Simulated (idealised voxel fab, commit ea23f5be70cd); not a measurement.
Process module, titled voxel self aligned vias
The cross-section shown here is cut; it is 240 nm wide and divided into square cells measuring 5 nm on a side.
For the purposes of this document, a cross-section shall be understood as a grid of square cells, specified as bands listed in top-to-bottom order, each band consisting of one or more rows of cells. Per band: top height and bottom height in nm, followed by the left-to-right materials and their widths in nm; "everywhere" marks a single material spanning edge to edge, "empty" marks empty space. A quick word on heights: they are counted from 0, and under that level the wafer as it came to us is one material throughout. The lowest band is different from the rest in having no bottom; it simply continues downward, written as in "from 0 down". With a width like "30..40", each row of cells in the band differs from the next by the same amount, the top row carrying the first number and the bottom row the second. Reading "everything unchanged" for a step: not a cell of the cross-section changed in it. Basically, "Voids lacking openings" tells you about the enclosed voids: empty spaces with no open way to the top, 8 cells or bigger, each written width x height at distance, where distance is from the left edge, all in nm. It should be noted that, on the line of a given step, the content following the step's settings is a remark produced by the simulator itself with respect to that step. overlay nm: where the mask lay relative to plan, measured to the right, on steps with a mask; negatives go left. Pairs, read this way: before one process step on the one hand, after it on the other, the after cross-section ending at the lowest band that changed; the step between, settings included, beneath. Same starting wafer throughout, but possibly different runs of this module, so no pair continues from the pair above unless its entry headed "Prior state" says so.
## Prior state
	from 0 down | Si everywhere
	Voids lacking openings: none
## Post-Step Cross-Section
	from 15 to 0 | SiO2 everywhere
	At heights below 0, the structure remains unaltered.
	Voids lacking openings: none
Process step (between the before and after cross-sections above): CONFORMAL_DEP with material SiO2, thk nm 15
Prior state: carried over from the after image of the pair right above.
## Post-Step Cross-Section
	from 20 to 15 | SiCN everywhere
	At heights below 15, the structure remains unaltered.
	Voids lacking openings: none
Process step (between the before and after cross-sections above): CONFORMAL_DEP with material SiCN, thk nm 5
Prior state: carried over from the after image of the pair right above.
## Post-Step Cross-Section
	from 45 to 20 | lowk everywhere
	At heights below 20, the structure remains unaltered.
	Voids lacking openings: none
Process step (between the before and after cross-sections above): DIRECTIONAL_DEP with material lowk, thk nm 25
Prior state: carried over from the after image of the pair right above.
## Post-Step Cross-Section
	from 45 to 20 | lowk 40 nm, then empty 30 nm, then lowk 35 nm, then empty 30 nm, then lowk 35 nm, then empty 30 nm, then lowk 40 nm
	At heights below 20, the structure remains unaltered.
	Voids lacking openings: none
Process step (between the before and after cross-sections above): MASKED_ETCH with tone open, mask id LINES, width nm 30, pitch nm 65, etch materials lowk, depth nm 25, overlay nm 0
Prior state: carried over from the after image of the pair right above.
## Post-Step Cross-Section
	from 50 to 45 | TiN 45 nm, then empty 20 nm, then TiN 45 nm, then empty 20 nm, then TiN 45 nm, then empty 20 nm, then TiN 45 nm
	from 45 to 25 | lowk 40 nm, then TiN 5 nm, then empty 20 nm, then TiN 5 nm, then lowk 35 nm, then TiN 5 nm, then empty 20 nm, then TiN 5 nm, then lowk 35 nm, then TiN 5 nm, then empty 20 nm, then TiN 5 nm, then lowk 40 nm
	from 25 to 20 | lowk 40 nm, then TiN 30 nm, then lowk 35 nm, then TiN 30 nm, then lowk 35 nm, then TiN 30 nm, then lowk 40 nm
	At heights below 20, the structure remains unaltered.
	Voids lacking openings: none
Process step (between the before and after cross-sections above): CONFORMAL_DEP with material TiN, thk nm 5
Prior state: carried over from the after image of the pair right above.
## Post-Step Cross-Section
	from 60 to 50 | W everywhere
	from 50 to 45 | TiN 45 nm, then W 20 nm, then TiN 45 nm, then W 20 nm, then TiN 45 nm, then W 20 nm, then TiN 45 nm
	from 45 to 25 | lowk 40 nm, then TiN 5 nm, then W 20 nm, then TiN 5 nm, then lowk 35 nm, then TiN 5 nm, then W 20 nm, then TiN 5 nm, then lowk 35 nm, then TiN 5 nm, then W 20 nm, then TiN 5 nm, then lowk 40 nm
	At heights below 25, the structure remains unaltered.
	Voids lacking openings: none
Process step (between the before and after cross-sections above): FILL_DEP with material W, thk nm 10
Prior state: carried over from the after image of the pair right above.
## Post-Step Cross-Section
	from 45 to 25 | lowk 40 nm, then TiN 5 nm, then W 20 nm, then TiN 5 nm, then lowk 35 nm, then TiN 5 nm, then W 20 nm, then TiN 5 nm, then lowk 35 nm, then TiN 5 nm, then W 20 nm, then TiN 5 nm, then lowk 40 nm
	At heights below 25, the structure remains unaltered.
	Voids lacking openings: none
Process step (between the before and after cross-sections above): CMP with height nm 45
Prior state: carried over from the after image of the pair right above.
## Post-Step Cross-Section
	from 45 to 35 | lowk 40 nm, then empty 30 nm, then lowk 35 nm, then empty 30 nm, then lowk 35 nm, then empty 30 nm, then lowk 40 nm
	At heights below 35, the structure remains unaltered.
	Voids lacking openings: none
Process step (between the before and after cross-sections above): SELECTIVE_ETCH with etch materials W Ru TiN, depth nm 10
Prior state: carried over from the after image of the pair right above.
## Post-Step Cross-Section
	from 50 to 45 | SiN everywhere
	from 45 to 35 | lowk 40 nm, then SiN 30 nm, then lowk 35 nm, then SiN 30 nm, then lowk 35 nm, then SiN 30 nm, then lowk 40 nm
	At heights below 35, the structure remains unaltered.
	Voids lacking openings: none
Process step (between the before and after cross-sections above): FILL_DEP with material SiN, thk nm 5
Prior state: carried over from the after image of the pair right above.
## Post-Step Cross-Section
	from 45 to 35 | lowk 40 nm, then SiN 30 nm, then lowk 35 nm, then SiN 30 nm, then lowk 35 nm, then SiN 30 nm, then lowk 40 nm
	At heights below 35, the structure remains unaltered.
	Voids lacking openings: none
Process step (between the before and after cross-sections above): CMP with height nm 45
Prior state: carried over from the after image of the pair right above.
## Post-Step Cross-Section
	from 65 to 45 | lowk everywhere
	At heights below 45, the structure remains unaltered.
	Voids lacking openings: none
Process step (between the before and after cross-sections above): DIRECTIONAL_DEP with material lowk, thk nm 20
Prior state: carried over from the after image of the pair right above.
## Post-Step Cross-Section
	from 80 to 65 | resist 35 nm, then empty 40 nm, then resist 25 nm, then empty 40 nm, then resist 25 nm, then empty 40 nm, then resist 35 nm
	At heights below 65, the structure remains unaltered.
	Voids lacking openings: none
Process step (between the before and after cross-sections above): PATTERN with tone open, mask id VIAS, material resist, width nm 40, pitch nm 65, thk nm 15, overlay nm 0
Prior state: carried over from the after image of the pair right above.
## Post-Step Cross-Section
	from 80 to 65 | resist 35 nm, then empty 40 nm, then resist 25 nm, then empty 40 nm, then resist 25 nm, then empty 40 nm, then resist 35 nm
	from 65 to 45 | lowk 35 nm, then empty 40 nm, then lowk 25 nm, then empty 40 nm, then lowk 25 nm, then empty 40 nm, then lowk 35 nm
	At heights below 45, the structure remains unaltered.
	Voids lacking openings: none
Process step (between the before and after cross-sections above): DIRECTIONAL_ETCH with etch materials lowk, depth nm 20
Prior state: carried over from the after image of the pair right above.
## Post-Step Cross-Section
	from 80 to 65 | resist 35 nm, then empty 40 nm, then resist 25 nm, then empty 40 nm, then resist 25 nm, then empty 40 nm, then resist 35 nm
	from 65 to 45 | lowk 35 nm, then empty 40 nm, then lowk 25 nm, then empty 40 nm, then lowk 25 nm, then empty 40 nm, then lowk 35 nm
	from 45 to 35 | lowk 40 nm, then empty 30 nm, then lowk 35 nm, then empty 30 nm, then lowk 35 nm, then empty 30 nm, then lowk 40 nm
	At heights below 35, the structure remains unaltered.
	Voids lacking openings: none
Process step (between the before and after cross-sections above): DIRECTIONAL_ETCH with etch materials SiN, depth nm 10
Prior state: carried over from the after image of the pair right above.
## Post-Step Cross-Section
	from 65 to 45 | lowk 35 nm, then empty 40 nm, then lowk 25 nm, then empty 40 nm, then lowk 25 nm, then empty 40 nm, then lowk 35 nm
	At heights below 45, the structure remains unaltered.
	Voids lacking openings: none
Process step (between the before and after cross-sections above): STRIP with etch materials resist
Prior state: carried over from the after image of the pair right above.
## Post-Step Cross-Section
	from 70 to 65 | TiN 40 nm, then empty 30 nm, then TiN 35 nm, then empty 30 nm, then TiN 35 nm, then empty 30 nm, then TiN 40 nm
	from 65 to 50 | lowk 35 nm, then TiN 5 nm, then empty 30 nm, then TiN 5 nm, then lowk 25 nm, then TiN 5 nm, then empty 30 nm, then TiN 5 nm, then lowk 25 nm, then TiN 5 nm, then empty 30 nm, then TiN 5 nm, then lowk 35 nm
	from 50 to 40 | lowk 35..40 nm, then TiN 10..5 nm, then empty 20 nm, then TiN 10..5 nm, then lowk 25..35 nm, then TiN 10..5 nm, then empty 20 nm, then TiN 10..5 nm, then lowk 25..35 nm, then TiN 10..5 nm, then empty 20 nm, then TiN 10..5 nm, then lowk 35..40 nm
	from 40 to 35 | lowk 40 nm, then TiN 30 nm, then lowk 35 nm, then TiN 30 nm, then lowk 35 nm, then TiN 30 nm, then lowk 40 nm
	At heights below 35, the structure remains unaltered.
	Voids lacking openings: none
Process step (between the before and after cross-sections above): CONFORMAL_DEP with material TiN, thk nm 5
Prior state: carried over from the after image of the pair right above.
## Post-Step Cross-Section
	from 75 to 70 | Cu everywhere
	from 70 to 65 | TiN 40 nm, then Cu 30 nm, then TiN 35 nm, then Cu 30 nm, then TiN 35 nm, then Cu 30 nm, then TiN 40 nm
	from 65 to 50 | lowk 35 nm, then TiN 5 nm, then Cu 30 nm, then TiN 5 nm, then lowk 25 nm, then TiN 5 nm, then Cu 30 nm, then TiN 5 nm, then lowk 25 nm, then TiN 5 nm, then Cu 30 nm, then TiN 5 nm, then lowk 35 nm
	from 50 to 40 | lowk 35..40 nm, then TiN 10..5 nm, then Cu 20 nm, then TiN 10..5 nm, then lowk 25..35 nm, then TiN 10..5 nm, then Cu 20 nm, then TiN 10..5 nm, then lowk 25..35 nm, then TiN 10..5 nm, then Cu 20 nm, then TiN 10..5 nm, then lowk 35..40 nm
	At heights below 40, the structure remains unaltered.
	Voids lacking openings: none
Process step (between the before and after cross-sections above): FILL_DEP with material Cu, thk nm 5
Prior state: carried over from the after image of the pair right above.
## Post-Step Cross-Section
	from 65 to 50 | lowk 35 nm, then TiN 5 nm, then Cu 30 nm, then TiN 5 nm, then lowk 25 nm, then TiN 5 nm, then Cu 30 nm, then TiN 5 nm, then lowk 25 nm, then TiN 5 nm, then Cu 30 nm, then TiN 5 nm, then lowk 35 nm
	At heights below 50, the structure remains unaltered.
	Voids lacking openings: none
Process step (between the before and after cross-sections above): CMP with height nm 65
Prior state: carried over from the after image of the pair right above.
## Post-Step Cross-Section
	from 70 to 65 | SiCN everywhere
	At heights below 65, the structure remains unaltered.
	Voids lacking openings: none
Process step (between the before and after cross-sections above): CONFORMAL_DEP with material SiCN, thk nm 5
## Prior state
	from 15 to 0 | SiO2 everywhere
	from 0 down | Si everywhere
	Voids lacking openings: none
## Post-Step Cross-Section
	from 40 to 15 | lowk everywhere
	At heights below 15, the structure remains unaltered.
	Voids lacking openings: none
Process step (between the before and after cross-sections above): DIRECTIONAL_DEP with material lowk, thk nm 25
Prior state: carried over from the after image of the pair right above.
## Post-Step Cross-Section
	from 40 to 15 | lowk 40 nm, then empty 30 nm, then lowk 35 nm, then empty 30 nm, then lowk 35 nm, then empty 30 nm, then lowk 40 nm
	At heights below 15, the structure remains unaltered.
	Voids lacking openings: none
Process step (between the before and after cross-sections above): MASKED_ETCH with tone open, mask id LINES, width nm 30, pitch nm 65, etch materials lowk, depth nm 25, overlay nm 0
Prior state: carried over from the after image of the pair right above.
## Post-Step Cross-Section
	from 45 to 40 | TiN 45 nm, then empty 20 nm, then TiN 45 nm, then empty 20 nm, then TiN 45 nm, then empty 20 nm, then TiN 45 nm
	from 40 to 20 | lowk 40 nm, then TiN 5 nm, then empty 20 nm, then TiN 5 nm, then lowk 35 nm, then TiN 5 nm, then empty 20 nm, then TiN 5 nm, then lowk 35 nm, then TiN 5 nm, then empty 20 nm, then TiN 5 nm, then lowk 40 nm
	from 20 to 15 | lowk 40 nm, then TiN 30 nm, then lowk 35 nm, then TiN 30 nm, then lowk 35 nm, then TiN 30 nm, then lowk 40 nm
	At heights below 15, the structure remains unaltered.
	Voids lacking openings: none
Process step (between the before and after cross-sections above): CONFORMAL_DEP with material TiN, thk nm 5
Prior state: carried over from the after image of the pair right above.
## Post-Step Cross-Section
	from 55 to 45 | W everywhere
	from 45 to 40 | TiN 45 nm, then W 20 nm, then TiN 45 nm, then W 20 nm, then TiN 45 nm, then W 20 nm, then TiN 45 nm
	from 40 to 20 | lowk 40 nm, then TiN 5 nm, then W 20 nm, then TiN 5 nm, then lowk 35 nm, then TiN 5 nm, then W 20 nm, then TiN 5 nm, then lowk 35 nm, then TiN 5 nm, then W 20 nm, then TiN 5 nm, then lowk 40 nm
	At heights below 20, the structure remains unaltered.
	Voids lacking openings: none
Process step (between the before and after cross-sections above): FILL_DEP with material W, thk nm 10
Prior state: carried over from the after image of the pair right above.
## Post-Step Cross-Section
	from 45 to 40 | TiN 45 nm, then W 20 nm, then TiN 45 nm, then W 20 nm, then TiN 45 nm, then W 20 nm, then TiN 45 nm
	At heights below 40, the structure remains unaltered.
	Voids lacking openings: none
Process step (between the before and after cross-sections above): CMP with height nm 45
Prior state: carried over from the after image of the pair right above.
## Post-Step Cross-Section
	from 40 to 35 | lowk 40 nm, then empty 30 nm, then lowk 35 nm, then empty 30 nm, then lowk 35 nm, then empty 30 nm, then lowk 40 nm
	At heights below 35, the structure remains unaltered.
	Voids lacking openings: none
Process step (between the before and after cross-sections above): SELECTIVE_ETCH with etch materials W Ru TiN, depth nm 10
Prior state: carried over from the after image of the pair right above.
## Post-Step Cross-Section
	from 45 to 40 | SiN everywhere
	from 40 to 35 | lowk 40 nm, then SiN 30 nm, then lowk 35 nm, then SiN 30 nm, then lowk 35 nm, then SiN 30 nm, then lowk 40 nm
	At heights below 35, the structure remains unaltered.
	Voids lacking openings: none
Process step (between the before and after cross-sections above): FILL_DEP with material SiN, thk nm 5
Prior state: carried over from the after image of the pair right above.
## Post-Step Cross-Section
	from 65 to 45 | lowk everywhere
	At heights below 45, the structure remains unaltered.
	Voids lacking openings: none
Process step (between the before and after cross-sections above): DIRECTIONAL_DEP with material lowk, thk nm 20
Prior state: carried over from the after image of the pair right above.
## Post-Step Cross-Section
	from 80 to 65 | resist 35 nm, then empty 40 nm, then resist 25 nm, then empty 40 nm, then resist 25 nm, then empty 40 nm, then resist 35 nm
	At heights below 65, the structure remains unaltered.
	Voids lacking openings: none
Process step (between the before and after cross-sections above): PATTERN with tone open, mask id VIAS, material resist, width nm 40, pitch nm 65, thk nm 15, overlay nm 0
Prior state: carried over from the after image of the pair right above.
## Post-Step Cross-Section
	from 80 to 65 | resist 35 nm, then empty 40 nm, then resist 25 nm, then empty 40 nm, then resist 25 nm, then empty 40 nm, then resist 35 nm
	from 65 to 45 | lowk 35 nm, then empty 40 nm, then lowk 25 nm, then empty 40 nm, then lowk 25 nm, then empty 40 nm, then lowk 35 nm
	At heights below 45, the structure remains unaltered.
	Voids lacking openings: none
Process step (between the before and after cross-sections above): DIRECTIONAL_ETCH with etch materials lowk, depth nm 20
Prior state: carried over from the after image of the pair right above.
## Post-Step Cross-Section
	from 80 to 65 | resist 35 nm, then empty 40 nm, then resist 25 nm, then empty 40 nm, then resist 25 nm, then empty 40 nm, then resist 35 nm
	from 65 to 45 | lowk 35 nm, then empty 40 nm, then lowk 25 nm, then empty 40 nm, then lowk 25 nm, then empty 40 nm, then lowk 35 nm
	from 45 to 40 | SiN 35 nm, then empty 40 nm, then SiN 25 nm, then empty 40 nm, then SiN 25 nm, then empty 40 nm, then SiN 35 nm
	from 40 to 35 | lowk 40 nm, then empty 30 nm, then lowk 35 nm, then empty 30 nm, then lowk 35 nm, then empty 30 nm, then lowk 40 nm
	At heights below 35, the structure remains unaltered.
	Voids lacking openings: none
Process step (between the before and after cross-sections above): DIRECTIONAL_ETCH with etch materials SiN, depth nm 10
Prior state: carried over from the after image of the pair right above.
## Post-Step Cross-Section
	from 65 to 45 | lowk 35 nm, then empty 40 nm, then lowk 25 nm, then empty 40 nm, then lowk 25 nm, then empty 40 nm, then lowk 35 nm
	At heights below 45, the structure remains unaltered.
	Voids lacking openings: none
Process step (between the before and after cross-sections above): STRIP with etch materials resist
Prior state: carried over from the after image of the pair right above.
## Post-Step Cross-Section
	from 70 to 65 | TiN 40 nm, then empty 30 nm, then TiN 35 nm, then empty 30 nm, then TiN 35 nm, then empty 30 nm, then TiN 40 nm
	from 65 to 45 | lowk 35 nm, then TiN 5 nm, then empty 30 nm, then TiN 5 nm, then lowk 25 nm, then TiN 5 nm, then empty 30 nm, then TiN 5 nm, then lowk 25 nm, then TiN 5 nm, then empty 30 nm, then TiN 5 nm, then lowk 35 nm
	from 45 to 40 | SiN 35 nm, then TiN 10 nm, then empty 20 nm, then TiN 10 nm, then SiN 25 nm, then TiN 10 nm, then empty 20 nm, then TiN 10 nm, then SiN 25 nm, then TiN 10 nm, then empty 20 nm, then TiN 10 nm, then SiN 35 nm
	from 40 to 35 | lowk 40 nm, then TiN 30 nm, then lowk 35 nm, then TiN 30 nm, then lowk 35 nm, then TiN 30 nm, then lowk 40 nm
	At heights below 35, the structure remains unaltered.
	Voids lacking openings: none
Process step (between the before and after cross-sections above): CONFORMAL_DEP with material TiN, thk nm 5
Prior state: carried over from the after image of the pair right above.
## Post-Step Cross-Section
	from 75 to 70 | Cu everywhere
	from 70 to 65 | TiN 40 nm, then Cu 30 nm, then TiN 35 nm, then Cu 30 nm, then TiN 35 nm, then Cu 30 nm, then TiN 40 nm
	from 65 to 45 | lowk 35 nm, then TiN 5 nm, then Cu 30 nm, then TiN 5 nm, then lowk 25 nm, then TiN 5 nm, then Cu 30 nm, then TiN 5 nm, then lowk 25 nm, then TiN 5 nm, then Cu 30 nm, then TiN 5 nm, then lowk 35 nm
	from 45 to 40 | SiN 35 nm, then TiN 10 nm, then Cu 20 nm, then TiN 10 nm, then SiN 25 nm, then TiN 10 nm, then Cu 20 nm, then TiN 10 nm, then SiN 25 nm, then TiN 10 nm, then Cu 20 nm, then TiN 10 nm, then SiN 35 nm
	At heights below 40, the structure remains unaltered.
	Voids lacking openings: none
Process step (between the before and after cross-sections above): FILL_DEP with material Cu, thk nm 5
Prior state: carried over from the after image of the pair right above.
## Post-Step Cross-Section
	from 65 to 45 | lowk 35 nm, then TiN 5 nm, then Cu 30 nm, then TiN 5 nm, then lowk 25 nm, then TiN 5 nm, then Cu 30 nm, then TiN 5 nm, then lowk 25 nm, then TiN 5 nm, then Cu 30 nm, then TiN 5 nm, then lowk 35 nm
	At heights below 45, the structure remains unaltered.
	Voids lacking openings: none
Process step (between the before and after cross-sections above): CMP with height nm 65
Prior state: carried over from the after image of the pair right above.
## Post-Step Cross-Section
	from 70 to 65 | SiCN everywhere
	At heights below 65, the structure remains unaltered.
	Voids lacking openings: none
Process step (between the before and after cross-sections above): CONFORMAL_DEP with material SiCN, thk nm 5
## Prior state
	from 80 to 65 | resist 35 nm, then empty 40 nm, then resist 25 nm, then empty 40 nm, then resist 25 nm, then empty 40 nm, then resist 35 nm
	from 65 to 45 | lowk 35 nm, then empty 40 nm, then lowk 25 nm, then empty 40 nm, then lowk 25 nm, then empty 40 nm, then lowk 35 nm
	from 45 to 35 | lowk 40 nm, then SiN 30 nm, then lowk 35 nm, then SiN 30 nm, then lowk 35 nm, then SiN 30 nm, then lowk 40 nm
	from 35 to 25 | lowk 40 nm, then TiN 5 nm, then W 20 nm, then TiN 5 nm, then lowk 35 nm, then TiN 5 nm, then W 20 nm, then TiN 5 nm, then lowk 35 nm, then TiN 5 nm, then W 20 nm, then TiN 5 nm, then lowk 40 nm
	from 25 to 20 | lowk 40 nm, then TiN 30 nm, then lowk 35 nm, then TiN 30 nm, then lowk 35 nm, then TiN 30 nm, then lowk 40 nm
	from 20 to 15 | SiCN everywhere
	from 15 to 0 | SiO2 everywhere
	from 0 down | Si everywhere
	Voids lacking openings: none
## Post-Step Cross-Section
	from 80 to 65 | resist 35 nm, then empty 40 nm, then resist 25 nm, then empty 40 nm, then resist 25 nm, then empty 40 nm, then resist 35 nm
	from 65 to 45 | lowk 35 nm, then empty 40 nm, then lowk 25 nm, then empty 40 nm, then lowk 25 nm, then empty 40 nm, then lowk 35 nm
	from 45 to 35 | lowk 35 nm, then empty 5 nm, then SiN 30 nm, then empty 5 nm, then lowk 25 nm, then empty 5 nm, then SiN 30 nm, then empty 5 nm, then lowk 25 nm, then empty 5 nm, then SiN 30 nm, then empty 5 nm, then lowk 35 nm
	from 35 to 25 | lowk 35 nm, then empty 5 nm, then TiN 5 nm, then W 20 nm, then TiN 5 nm, then empty 5 nm, then lowk 25 nm, then empty 5 nm, then TiN 5 nm, then W 20 nm, then TiN 5 nm, then empty 5 nm, then lowk 25 nm, then empty 5 nm, then TiN 5 nm, then W 20 nm, then TiN 5 nm, then empty 5 nm, then lowk 35 nm
	At heights below 25, the structure remains unaltered.
	Voids lacking openings: none
Process step (between the before and after cross-sections above): DIRECTIONAL_ETCH with etch materials lowk, depth nm 20
Prior state: carried over from the after image of the pair right above.
## Post-Step Cross-Section
	from 80 to 65 | resist 35 nm, then empty 40 nm, then resist 25 nm, then empty 40 nm, then resist 25 nm, then empty 40 nm, then resist 35 nm
	from 65 to 35 | lowk 35 nm, then empty 40 nm, then lowk 25 nm, then empty 40 nm, then lowk 25 nm, then empty 40 nm, then lowk 35 nm
	At heights below 35, the structure remains unaltered.
	Voids lacking openings: none
Process step (between the before and after cross-sections above): DIRECTIONAL_ETCH with etch materials SiN, depth nm 10
Prior state: carried over from the after image of the pair right above.
## Post-Step Cross-Section
	from 65 to 35 | lowk 35 nm, then empty 40 nm, then lowk 25 nm, then empty 40 nm, then lowk 25 nm, then empty 40 nm, then lowk 35 nm
	At heights below 35, the structure remains unaltered.
	Voids lacking openings: none
Process step (between the before and after cross-sections above): STRIP with etch materials resist
Prior state: carried over from the after image of the pair right above.
## Post-Step Cross-Section
	from 70 to 65 | TiN 40 nm, then empty 30 nm, then TiN 35 nm, then empty 30 nm, then TiN 35 nm, then empty 30 nm, then TiN 40 nm
	from 65 to 40 | lowk 35 nm, then TiN 5 nm, then empty 30 nm, then TiN 5 nm, then lowk 25 nm, then TiN 5 nm, then empty 30 nm, then TiN 5 nm, then lowk 25 nm, then TiN 5 nm, then empty 30 nm, then TiN 5 nm, then lowk 35 nm
	from 40 to 35 | lowk 35 nm, then TiN 40 nm, then lowk 25 nm, then TiN 40 nm, then lowk 25 nm, then TiN 40 nm, then lowk 35 nm
	from 35 to 25 | lowk 35 nm, then TiN 10 nm, then W 20 nm, then TiN 10 nm, then lowk 25 nm, then TiN 10 nm, then W 20 nm, then TiN 10 nm, then lowk 25 nm, then TiN 10 nm, then W 20 nm, then TiN 10 nm, then lowk 35 nm
	At heights below 25, the structure remains unaltered.
	Voids lacking openings: none
Process step (between the before and after cross-sections above): CONFORMAL_DEP with material TiN, thk nm 5
Prior state: carried over from the after image of the pair right above.
## Post-Step Cross-Section
	from 75 to 70 | Cu everywhere
	from 70 to 65 | TiN 40 nm, then Cu 30 nm, then TiN 35 nm, then Cu 30 nm, then TiN 35 nm, then Cu 30 nm, then TiN 40 nm
	from 65 to 40 | lowk 35 nm, then TiN 5 nm, then Cu 30 nm, then TiN 5 nm, then lowk 25 nm, then TiN 5 nm, then Cu 30 nm, then TiN 5 nm, then lowk 25 nm, then TiN 5 nm, then Cu 30 nm, then TiN 5 nm, then lowk 35 nm
	At heights below 40, the structure remains unaltered.
	Voids lacking openings: none
Process step (between the before and after cross-sections above): FILL_DEP with material Cu, thk nm 5
Prior state: carried over from the after image of the pair right above.
## Post-Step Cross-Section
	from 65 to 40 | lowk 35 nm, then TiN 5 nm, then Cu 30 nm, then TiN 5 nm, then lowk 25 nm, then TiN 5 nm, then Cu 30 nm, then TiN 5 nm, then lowk 25 nm, then TiN 5 nm, then Cu 30 nm, then TiN 5 nm, then lowk 35 nm
	At heights below 40, the structure remains unaltered.
	Voids lacking openings: none
Process step (between the before and after cross-sections above): CMP with height nm 65
Prior state: carried over from the after image of the pair right above.
## Post-Step Cross-Section
	from 70 to 65 | SiCN everywhere
	At heights below 65, the structure remains unaltered.
	Voids lacking openings: none
Process step (between the before and after cross-sections above): CONFORMAL_DEP with material SiCN, thk nm 5
## Prior state
	from 0 down | Si everywhere
	Voids lacking openings: none
## Post-Step Cross-Section
	from 5 to 0 | SiCN everywhere
	At heights below 0, the structure remains unaltered.
	Voids lacking openings: none
Process step (between the before and after cross-sections above): CONFORMAL_DEP with material SiCN, thk nm 5
Prior state: carried over from the after image of the pair right above.
## Post-Step Cross-Section
	from 20 to 5 | SiO2 everywhere
	At heights below 5, the structure remains unaltered.
	Voids lacking openings: none
Process step (between the before and after cross-sections above): CONFORMAL_DEP with material SiO2, thk nm 15
Prior state: carried over from the after image of the pair right above.
## Post-Step Cross-Section
	from 45 to 20 | lowk everywhere
	At heights below 20, the structure remains unaltered.
	Voids lacking openings: none
Process step (between the before and after cross-sections above): DIRECTIONAL_DEP with material lowk, thk nm 25
Prior state: carried over from the after image of the pair right above.
## Post-Step Cross-Section
	from 45 to 20 | lowk 40 nm, then empty 30 nm, then lowk 35 nm, then empty 30 nm, then lowk 35 nm, then empty 30 nm, then lowk 40 nm
	At heights below 20, the structure remains unaltered.
	Voids lacking openings: none
Process step (between the before and after cross-sections above): MASKED_ETCH with tone open, mask id LINES, width nm 30, pitch nm 65, etch materials lowk, depth nm 25, overlay nm 0
Prior state: carried over from the after image of the pair right above.
## Post-Step Cross-Section
	from 50 to 45 | TiN 45 nm, then empty 20 nm, then TiN 45 nm, then empty 20 nm, then TiN 45 nm, then empty 20 nm, then TiN 45 nm
	from 45 to 25 | lowk 40 nm, then TiN 5 nm, then empty 20 nm, then TiN 5 nm, then lowk 35 nm, then TiN 5 nm, then empty 20 nm, then TiN 5 nm, then lowk 35 nm, then TiN 5 nm, then empty 20 nm, then TiN 5 nm, then lowk 40 nm
	from 25 to 20 | lowk 40 nm, then TiN 30 nm, then lowk 35 nm, then TiN 30 nm, then lowk 35 nm, then TiN 30 nm, then lowk 40 nm
	At heights below 20, the structure remains unaltered.
	Voids lacking openings: none
Process step (between the before and after cross-sections above): CONFORMAL_DEP with material TiN, thk nm 5
Prior state: carried over from the after image of the pair right above.
## Post-Step Cross-Section
	from 60 to 50 | W everywhere
	from 50 to 45 | TiN 45 nm, then W 20 nm, then TiN 45 nm, then W 20 nm, then TiN 45 nm, then W 20 nm, then TiN 45 nm
	from 45 to 25 | lowk 40 nm, then TiN 5 nm, then W 20 nm, then TiN 5 nm, then lowk 35 nm, then TiN 5 nm, then W 20 nm, then TiN 5 nm, then lowk 35 nm, then TiN 5 nm, then W 20 nm, then TiN 5 nm, then lowk 40 nm
	At heights below 25, the structure remains unaltered.
	Voids lacking openings: none
Process step (between the before and after cross-sections above): FILL_DEP with material W, thk nm 10
Prior state: carried over from the after image of the pair right above.
## Post-Step Cross-Section
	from 45 to 25 | lowk 40 nm, then TiN 5 nm, then W 20 nm, then TiN 5 nm, then lowk 35 nm, then TiN 5 nm, then W 20 nm, then TiN 5 nm, then lowk 35 nm, then TiN 5 nm, then W 20 nm, then TiN 5 nm, then lowk 40 nm
	At heights below 25, the structure remains unaltered.
	Voids lacking openings: none
Process step (between the before and after cross-sections above): CMP with height nm 45
Prior state: carried over from the after image of the pair right above.
## Post-Step Cross-Section
	from 45 to 35 | lowk 40 nm, then empty 30 nm, then lowk 35 nm, then empty 30 nm, then lowk 35 nm, then empty 30 nm, then lowk 40 nm
	At heights below 35, the structure remains unaltered.
	Voids lacking openings: none
Process step (between the before and after cross-sections above): SELECTIVE_ETCH with etch materials W Ru TiN, depth nm 10
Prior state: carried over from the after image of the pair right above.
## Post-Step Cross-Section
	from 50 to 45 | SiN everywhere
	from 45 to 35 | lowk 40 nm, then SiN 30 nm, then lowk 35 nm, then SiN 30 nm, then lowk 35 nm, then SiN 30 nm, then lowk 40 nm
	At heights below 35, the structure remains unaltered.
	Voids lacking openings: none
Process step (between the before and after cross-sections above): FILL_DEP with material SiN, thk nm 5
Prior state: carried over from the after image of the pair right above.
## Post-Step Cross-Section
	from 45 to 35 | lowk 40 nm, then SiN 30 nm, then lowk 35 nm, then SiN 30 nm, then lowk 35 nm, then SiN 30 nm, then lowk 40 nm
	At heights below 35, the structure remains unaltered.
	Voids lacking openings: none
Process step (between the before and after cross-sections above): CMP with height nm 45
Prior state: carried over from the after image of the pair right above.
## Post-Step Cross-Section
	from 65 to 45 | lowk everywhere
	At heights below 45, the structure remains unaltered.
	Voids lacking openings: none
Process step (between the before and after cross-sections above): DIRECTIONAL_DEP with material lowk, thk nm 20
Prior state: carried over from the after image of the pair right above.
## Post-Step Cross-Section
	from 80 to 65 | resist 35 nm, then empty 40 nm, then resist 25 nm, then empty 40 nm, then resist 25 nm, then empty 40 nm, then resist 35 nm
	At heights below 65, the structure remains unaltered.
	Voids lacking openings: none
Process step (between the before and after cross-sections above): PATTERN with tone open, mask id VIAS, material resist, width nm 40, pitch nm 65, thk nm 15, overlay nm 0
Prior state: carried over from the after image of the pair right above.
## Post-Step Cross-Section
	from 80 to 65 | resist 35 nm, then empty 40 nm, then resist 25 nm, then empty 40 nm, then resist 25 nm, then empty 40 nm, then resist 35 nm
	from 65 to 45 | lowk 35 nm, then empty 40 nm, then lowk 25 nm, then empty 40 nm, then lowk 25 nm, then empty 40 nm, then lowk 35 nm
	At heights below 45, the structure remains unaltered.
	Voids lacking openings: none
Process step (between the before and after cross-sections above): DIRECTIONAL_ETCH with etch materials lowk, depth nm 20
Prior state: carried over from the after image of the pair right above.
## Post-Step Cross-Section
	from 80 to 65 | resist 35 nm, then empty 40 nm, then resist 25 nm, then empty 40 nm, then resist 25 nm, then empty 40 nm, then resist 35 nm
	from 65 to 45 | lowk 35 nm, then empty 40 nm, then lowk 25 nm, then empty 40 nm, then lowk 25 nm, then empty 40 nm, then lowk 35 nm
	from 45 to 35 | lowk 40 nm, then empty 30 nm, then lowk 35 nm, then empty 30 nm, then lowk 35 nm, then empty 30 nm, then lowk 40 nm
	At heights below 35, the structure remains unaltered.
	Voids lacking openings: none
Process step (between the before and after cross-sections above): DIRECTIONAL_ETCH with etch materials SiN, depth nm 10
Prior state: carried over from the after image of the pair right above.
## Post-Step Cross-Section
	from 65 to 45 | lowk 35 nm, then empty 40 nm, then lowk 25 nm, then empty 40 nm, then lowk 25 nm, then empty 40 nm, then lowk 35 nm
	At heights below 45, the structure remains unaltered.
	Voids lacking openings: none
Process step (between the before and after cross-sections above): STRIP with etch materials resist
